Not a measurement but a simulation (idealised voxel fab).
Process module name: voxel wiring stack
Cross-section cut: width 260 nm, square cells of 5 nm.
Cross-section, as written here: a square-cell grid given band by band from the top down, where a band holds one or more rows of cells.
Look at the band entry: it leads with the top's height and the bottom's height in nm. Then it lists the materials left to right, with a width in nm for each. The word "all across" on a single material says that material fills the band edge to edge. The word "air" is empty space.
The level at which height equals 0 is the one under which the wafer, as it arrives, is entirely one material. No lower edge exists for the bottom band, which continues downward and is notated as in "0 nm and below".
The expression "30 to 40" gives the width at the extremes of the band, the first number at its top row of cells and the second at its bottom row, with the width changing by equal amounts from each row to the next in between.
"no change occurred" after a step means that no cell of the cross-section changed.
Sealed void listing: empty space of 8 cells or more with no open way to the top, each as width x height at its distance from the left edge, in nm
What comes after the settings on a step's line is commentary from the simulator itself on that step.
On any step carrying a mask, the "overlay nm" setting, if present on the step's line, tells how far right of its planned place the mask lay; negative values point to the left.

-- Planned step list for the process
| 1 | RECEIVE,material Si |
| 2 | CONFORMAL_DEP,material SiO2,thk nm 10 |
| 3 | CONFORMAL_DEP,material SiCN,thk nm 5 |
| 4 | DIRECTIONAL_DEP,material SiO2,thk nm 20 |
| 5 | PATTERN,tone open,mask id METAL_1,material resist,width nm 25,pitch nm 40,thk nm 15,overlay nm 0 |
| 6 | DIRECTIONAL_ETCH,etch materials SiO2,depth nm 20 |
| 7 | DIRECTIONAL_ETCH,etch materials SiCN,depth nm 5 |
| 8 | STRIP,etch materials resist |
| 9 | CONFORMAL_DEP,material TiN,thk nm 5 |
| 10 | FILL_DEP,material W,thk nm 10 |
| 11 | CMP,height nm 35 |
| 12 | CONFORMAL_DEP,material SiCN,thk nm 5 |
| 13 | DIRECTIONAL_DEP,material SiO2,thk nm 25 |
| 14 | PATTERN,tone open,mask id METAL_2,material resist,width nm 25,pitch nm 40,thk nm 20,overlay nm 0 |
| 15 | DIRECTIONAL_ETCH,etch materials SiO2,depth nm 15 |
| 16 | STRIP,etch materials resist |
| 17 | PATTERN,tone open,mask id METAL_2_HOLES,material resist,width nm 15,pitch nm 80,thk nm 20,overlay nm 0 |
| 18 | DIRECTIONAL_ETCH,etch materials SiO2,depth nm 10 |
| 19 | DIRECTIONAL_ETCH,etch materials SiCN,depth nm 5 |
| 20 | STRIP,etch materials resist |
| 21 | CONFORMAL_DEP,material TiN,thk nm 5 |
| 22 | FILL_DEP,material Cu,thk nm 10 |
| 23 | CMP,height nm 65 |
| 24 | CONFORMAL_DEP,material SiN,thk nm 5 |

-- The following pertains to the first of two wafers, which was processed as planned

-- Incoming wafer in cross-section (state: after step 1)
0 nm and below  Si all across
Sealed void listing: none

-- So this is the wafer cross-section right after step 2
10 nm to 0 nm  SiO2 all across
All layers under 0 are left as they were.

-- So this is the wafer cross-section right after step 3
15 nm to 10 nm  SiCN all across
All layers under 10 are left as they were.

-- So this is the wafer cross-section right after step 4
35 nm to 15 nm  SiO2 all across
All layers under 15 are left as they were.

-- So this is the wafer cross-section right after step 5
50 nm to 35 nm  resist 55 nm  air 25 nm  resist 15 nm  air 25 nm  resist 15 nm  air 25 nm  resist 15 nm  air 25 nm  resist 60 nm
All layers under 35 are left as they were.

-- So this is the wafer cross-section right after step 6
50 nm to 35 nm  resist 55 nm  air 25 nm  resist 15 nm  air 25 nm  resist 15 nm  air 25 nm  resist 15 nm  air 25 nm  resist 60 nm
35 nm to 15 nm  SiO2 55 nm  air 25 nm  SiO2 15 nm  air 25 nm  SiO2 15 nm  air 25 nm  SiO2 15 nm  air 25 nm  SiO2 60 nm
All layers under 15 are left as they were.

-- So this is the wafer cross-section right after step 7
50 nm to 35 nm  resist 55 nm  air 25 nm  resist 15 nm  air 25 nm  resist 15 nm  air 25 nm  resist 15 nm  air 25 nm  resist 60 nm
35 nm to 15 nm  SiO2 55 nm  air 25 nm  SiO2 15 nm  air 25 nm  SiO2 15 nm  air 25 nm  SiO2 15 nm  air 25 nm  SiO2 60 nm
15 nm to 10 nm  SiCN 55 nm  air 25 nm  SiCN 15 nm  air 25 nm  SiCN 15 nm  air 25 nm  SiCN 15 nm  air 25 nm  SiCN 60 nm
All layers under 10 are left as they were.

-- So this is the wafer cross-section right after step 8
35 nm to 15 nm  SiO2 55 nm  air 25 nm  SiO2 15 nm  air 25 nm  SiO2 15 nm  air 25 nm  SiO2 15 nm  air 25 nm  SiO2 60 nm
All layers under 15 are left as they were.

-- So this is the wafer cross-section right after step 9
40 nm to 35 nm  TiN 60 nm  air 15 nm  TiN 25 nm  air 15 nm  TiN 25 nm  air 15 nm  TiN 25 nm  air 15 nm  TiN 65 nm
35 nm to 15 nm  SiO2 55 nm  TiN 5 nm  air 15 nm  TiN 5 nm  SiO2 15 nm  TiN 5 nm  air 15 nm  TiN 5 nm  SiO2 15 nm  TiN 5 nm  air 15 nm  TiN 5 nm  SiO2 15 nm  TiN 5 nm  air 15 nm  TiN 5 nm  SiO2 60 nm
15 nm to 10 nm  SiCN 55 nm  TiN 25 nm  SiCN 15 nm  TiN 25 nm  SiCN 15 nm  TiN 25 nm  SiCN 15 nm  TiN 25 nm  SiCN 60 nm
All layers under 10 are left as they were.

-- So this is the wafer cross-section right after step 10
50 nm to 40 nm  W all across
40 nm to 35 nm  TiN 60 nm  W 15 nm  TiN 25 nm  W 15 nm  TiN 25 nm  W 15 nm  TiN 25 nm  W 15 nm  TiN 65 nm
35 nm to 15 nm  SiO2 55 nm  TiN 5 nm  W 15 nm  TiN 5 nm  SiO2 15 nm  TiN 5 nm  W 15 nm  TiN 5 nm  SiO2 15 nm  TiN 5 nm  W 15 nm  TiN 5 nm  SiO2 15 nm  TiN 5 nm  W 15 nm  TiN 5 nm  SiO2 60 nm
All layers under 15 are left as they were.

-- So this is the wafer cross-section right after step 11
35 nm to 15 nm  SiO2 55 nm  TiN 5 nm  W 15 nm  TiN 5 nm  SiO2 15 nm  TiN 5 nm  W 15 nm  TiN 5 nm  SiO2 15 nm  TiN 5 nm  W 15 nm  TiN 5 nm  SiO2 15 nm  TiN 5 nm  W 15 nm  TiN 5 nm  SiO2 60 nm
All layers under 15 are left as they were.

-- So this is the wafer cross-section right after step 12
40 nm to 35 nm  SiCN all across
All layers under 35 are left as they were.

-- So this is the wafer cross-section right after step 13
65 nm to 40 nm  SiO2 all across
All layers under 40 are left as they were.

-- So this is the wafer cross-section right after step 14
85 nm to 65 nm  resist 55 nm  air 25 nm  resist 15 nm  air 25 nm  resist 15 nm  air 25 nm  resist 15 nm  air 25 nm  resist 60 nm
All layers under 65 are left as they were.

-- So this is the wafer cross-section right after step 15
85 nm to 65 nm  resist 55 nm  air 25 nm  resist 15 nm  air 25 nm  resist 15 nm  air 25 nm  resist 15 nm  air 25 nm  resist 60 nm
65 nm to 50 nm  SiO2 55 nm  air 25 nm  SiO2 15 nm  air 25 nm  SiO2 15 nm  air 25 nm  SiO2 15 nm  air 25 nm  SiO2 60 nm
All layers under 50 are left as they were.

-- So this is the wafer cross-section right after step 16
65 nm to 50 nm  SiO2 55 nm  air 25 nm  SiO2 15 nm  air 25 nm  SiO2 15 nm  air 25 nm  SiO2 15 nm  air 25 nm  SiO2 60 nm
All layers under 50 are left as they were.

-- So this is the wafer cross-section right after step 17
85 nm to 65 nm  resist 55 nm  air 15 nm  resist 65 nm  air 15 nm  resist 110 nm
65 nm to 50 nm  SiO2 55 nm  air 15 nm  resist 10 nm  SiO2 15 nm  resist 25 nm  SiO2 15 nm  air 15 nm  resist 10 nm  SiO2 15 nm  resist 25 nm  SiO2 60 nm
All layers under 50 are left as they were.

-- So this is the wafer cross-section right after step 18
85 nm to 65 nm  resist 55 nm  air 15 nm  resist 65 nm  air 15 nm  resist 110 nm
65 nm to 50 nm  SiO2 55 nm  air 15 nm  resist 10 nm  SiO2 15 nm  resist 25 nm  SiO2 15 nm  air 15 nm  resist 10 nm  SiO2 15 nm  resist 25 nm  SiO2 60 nm
50 nm to 40 nm  SiO2 55 nm  air 15 nm  SiO2 65 nm  air 15 nm  SiO2 110 nm
All layers under 40 are left as they were.

-- So this is the wafer cross-section right after step 19
85 nm to 65 nm  resist 55 nm  air 15 nm  resist 65 nm  air 15 nm  resist 110 nm
65 nm to 50 nm  SiO2 55 nm  air 15 nm  resist 10 nm  SiO2 15 nm  resist 25 nm  SiO2 15 nm  air 15 nm  resist 10 nm  SiO2 15 nm  resist 25 nm  SiO2 60 nm
50 nm to 40 nm  SiO2 55 nm  air 15 nm  SiO2 65 nm  air 15 nm  SiO2 110 nm
40 nm to 35 nm  SiCN 55 nm  air 15 nm  SiCN 65 nm  air 15 nm  SiCN 110 nm
All layers under 35 are left as they were.

-- So this is the wafer cross-section right after step 20
65 nm to 50 nm  SiO2 55 nm  air 25 nm  SiO2 15 nm  air 25 nm  SiO2 15 nm  air 25 nm  SiO2 15 nm  air 25 nm  SiO2 60 nm
All layers under 50 are left as they were.

-- So this is the wafer cross-section right after step 21
70 nm to 65 nm  TiN 60 nm  air 15 nm  TiN 25 nm  air 15 nm  TiN 25 nm  air 15 nm  TiN 25 nm  air 15 nm  TiN 65 nm
65 nm to 55 nm  SiO2 55 nm  TiN 5 nm  air 15 nm  TiN 5 nm  SiO2 15 nm  TiN 5 nm  air 15 nm  TiN 5 nm  SiO2 15 nm  TiN 5 nm  air 15 nm  TiN 5 nm  SiO2 15 nm  TiN 5 nm  air 15 nm  TiN 5 nm  SiO2 60 nm
55 nm to 50 nm  SiO2 55 nm  TiN 5 nm  air 5 nm  TiN 15 nm  SiO2 15 nm  TiN 25 nm  SiO2 15 nm  TiN 5 nm  air 5 nm  TiN 15 nm  SiO2 15 nm  TiN 25 nm  SiO2 60 nm
50 nm to 40 nm  SiO2 55 nm  TiN 5 nm  air 5 nm  TiN 5 nm  SiO2 65 nm  TiN 5 nm  air 5 nm  TiN 5 nm  SiO2 110 nm
40 nm to 35 nm  SiCN 55 nm  TiN 15 nm  SiCN 65 nm  TiN 15 nm  SiCN 110 nm
All layers under 35 are left as they were.

-- So this is the wafer cross-section right after step 22
80 nm to 70 nm  Cu all across
70 nm to 65 nm  TiN 60 nm  Cu 15 nm  TiN 25 nm  Cu 15 nm  TiN 25 nm  Cu 15 nm  TiN 25 nm  Cu 15 nm  TiN 65 nm
65 nm to 55 nm  SiO2 55 nm  TiN 5 nm  Cu 15 nm  TiN 5 nm  SiO2 15 nm  TiN 5 nm  Cu 15 nm  TiN 5 nm  SiO2 15 nm  TiN 5 nm  Cu 15 nm  TiN 5 nm  SiO2 15 nm  TiN 5 nm  Cu 15 nm  TiN 5 nm  SiO2 60 nm
55 nm to 50 nm  SiO2 55 nm  TiN 5 nm  Cu 5 nm  TiN 15 nm  SiO2 15 nm  TiN 25 nm  SiO2 15 nm  TiN 5 nm  Cu 5 nm  TiN 15 nm  SiO2 15 nm  TiN 25 nm  SiO2 60 nm
50 nm to 40 nm  SiO2 55 nm  TiN 5 nm  Cu 5 nm  TiN 5 nm  SiO2 65 nm  TiN 5 nm  Cu 5 nm  TiN 5 nm  SiO2 110 nm
All layers under 40 are left as they were.

-- So this is the wafer cross-section right after step 23
65 nm to 55 nm  SiO2 55 nm  TiN 5 nm  Cu 15 nm  TiN 5 nm  SiO2 15 nm  TiN 5 nm  Cu 15 nm  TiN 5 nm  SiO2 15 nm  TiN 5 nm  Cu 15 nm  TiN 5 nm  SiO2 15 nm  TiN 5 nm  Cu 15 nm  TiN 5 nm  SiO2 60 nm
All layers under 55 are left as they were.

-- So this is the wafer cross-section right after step 24
70 nm to 65 nm  SiN all across
All layers under 65 are left as they were.

-- Second wafer, same starting state and plan as the first, one mistake in the run, identical through step 16

-- Look at the second wafer in cross-section at the time step 17 ought to have finished
85 nm to 65 nm  resist 50 nm  air 15 nm  resist 65 nm  air 15 nm  resist 115 nm
65 nm to 50 nm  SiO2 55 nm  air 10 nm  resist 15 nm  SiO2 15 nm  resist 25 nm  SiO2 15 nm  air 10 nm  resist 15 nm  SiO2 15 nm  resist 25 nm  SiO2 60 nm
All layers under 50 are left as they were.

-- Look at the second wafer in cross-section at the time step 18 ought to have finished
85 nm to 65 nm  resist 50 nm  air 15 nm  resist 65 nm  air 15 nm  resist 115 nm
65 nm to 55 nm  SiO2 50 nm  air 15 nm  resist 15 nm  SiO2 15 nm  resist 25 nm  SiO2 10 nm  air 15 nm  resist 15 nm  SiO2 15 nm  resist 25 nm  SiO2 60 nm
55 nm to 50 nm  SiO2 55 nm  air 10 nm  resist 15 nm  SiO2 15 nm  resist 25 nm  SiO2 15 nm  air 10 nm  resist 15 nm  SiO2 15 nm  resist 25 nm  SiO2 60 nm
50 nm to 40 nm  SiO2 55 nm  air 10 nm  SiO2 70 nm  air 10 nm  SiO2 115 nm
All layers under 40 are left as they were.

-- Look at the second wafer in cross-section at the time step 19 ought to have finished
85 nm to 65 nm  resist 50 nm  air 15 nm  resist 65 nm  air 15 nm  resist 115 nm
65 nm to 55 nm  SiO2 50 nm  air 15 nm  resist 15 nm  SiO2 15 nm  resist 25 nm  SiO2 10 nm  air 15 nm  resist 15 nm  SiO2 15 nm  resist 25 nm  SiO2 60 nm
55 nm to 50 nm  SiO2 55 nm  air 10 nm  resist 15 nm  SiO2 15 nm  resist 25 nm  SiO2 15 nm  air 10 nm  resist 15 nm  SiO2 15 nm  resist 25 nm  SiO2 60 nm
50 nm to 40 nm  SiO2 55 nm  air 10 nm  SiO2 70 nm  air 10 nm  SiO2 115 nm
40 nm to 35 nm  SiCN 55 nm  air 10 nm  SiCN 70 nm  air 10 nm  SiCN 115 nm
All layers under 35 are left as they were.

-- Look at the second wafer in cross-section at the time step 20 ought to have finished
65 nm to 55 nm  SiO2 50 nm  air 30 nm  SiO2 15 nm  air 25 nm  SiO2 10 nm  air 30 nm  SiO2 15 nm  air 25 nm  SiO2 60 nm
55 nm to 50 nm  SiO2 55 nm  air 25 nm  SiO2 15 nm  air 25 nm  SiO2 15 nm  air 25 nm  SiO2 15 nm  air 25 nm  SiO2 60 nm
All layers under 50 are left as they were.

-- Look at the second wafer in cross-section at the time step 21 ought to have finished
70 nm to 65 nm  TiN 55 nm  air 20 nm  TiN 25 nm  air 15 nm  TiN 20 nm  air 20 nm  TiN 25 nm  air 15 nm  TiN 65 nm
65 nm to 55 nm  SiO2 50 nm  TiN 5 to 10 nm  air 20 to 15 nm  TiN 5 nm  SiO2 15 nm  TiN 5 nm  air 15 nm  TiN 5 nm  SiO2 10 nm  TiN 5 to 10 nm  air 20 to 15 nm  TiN 5 nm  SiO2 15 nm  TiN 5 nm  air 15 nm  TiN 5 nm  SiO2 60 nm
55 nm to 50 nm  SiO2 55 nm  TiN 25 nm  SiO2 15 nm  TiN 25 nm  SiO2 15 nm  TiN 25 nm  SiO2 15 nm  TiN 25 nm  SiO2 60 nm
50 nm to 40 nm  SiO2 55 nm  TiN 10 nm  SiO2 70 nm  TiN 10 nm  SiO2 115 nm
40 nm to 35 nm  SiCN 55 nm  TiN 10 nm  SiCN 70 nm  TiN 10 nm  SiCN 115 nm
All layers under 35 are left as they were.

-- Look at the second wafer in cross-section at the time step 22 ought to have finished
80 nm to 70 nm  Cu all across
70 nm to 65 nm  TiN 55 nm  Cu 20 nm  TiN 25 nm  Cu 15 nm  TiN 20 nm  Cu 20 nm  TiN 25 nm  Cu 15 nm  TiN 65 nm
65 nm to 55 nm  SiO2 50 nm  TiN 5 to 10 nm  Cu 20 to 15 nm  TiN 5 nm  SiO2 15 nm  TiN 5 nm  Cu 15 nm  TiN 5 nm  SiO2 10 nm  TiN 5 to 10 nm  Cu 20 to 15 nm  TiN 5 nm  SiO2 15 nm  TiN 5 nm  Cu 15 nm  TiN 5 nm  SiO2 60 nm
All layers under 55 are left as they were.

-- Look at the second wafer in cross-section at the time step 23 ought to have finished
65 nm to 55 nm  SiO2 50 nm  TiN 5 to 10 nm  Cu 20 to 15 nm  TiN 5 nm  SiO2 15 nm  TiN 5 nm  Cu 15 nm  TiN 5 nm  SiO2 10 nm  TiN 5 to 10 nm  Cu 20 to 15 nm  TiN 5 nm  SiO2 15 nm  TiN 5 nm  Cu 15 nm  TiN 5 nm  SiO2 60 nm
All layers under 55 are left as they were.

-- Look at the second wafer in cross-section at the time step 24 ought to have finished
70 nm to 65 nm  SiN all across
All layers under 65 are left as they were.
Which mistake was made when the wafer was run? not per plan at step 17, really ran PATTERN,tone open,mask id METAL_2_HOLES,material resist,width nm 15,pitch nm 80,thk nm 20,overlay nm -5
Wrapping up, a cell-based count of both wafers puts the second over or under the first for these materials: Cu: 4 fewer, SiCN: 2 more, TiN: 2 more
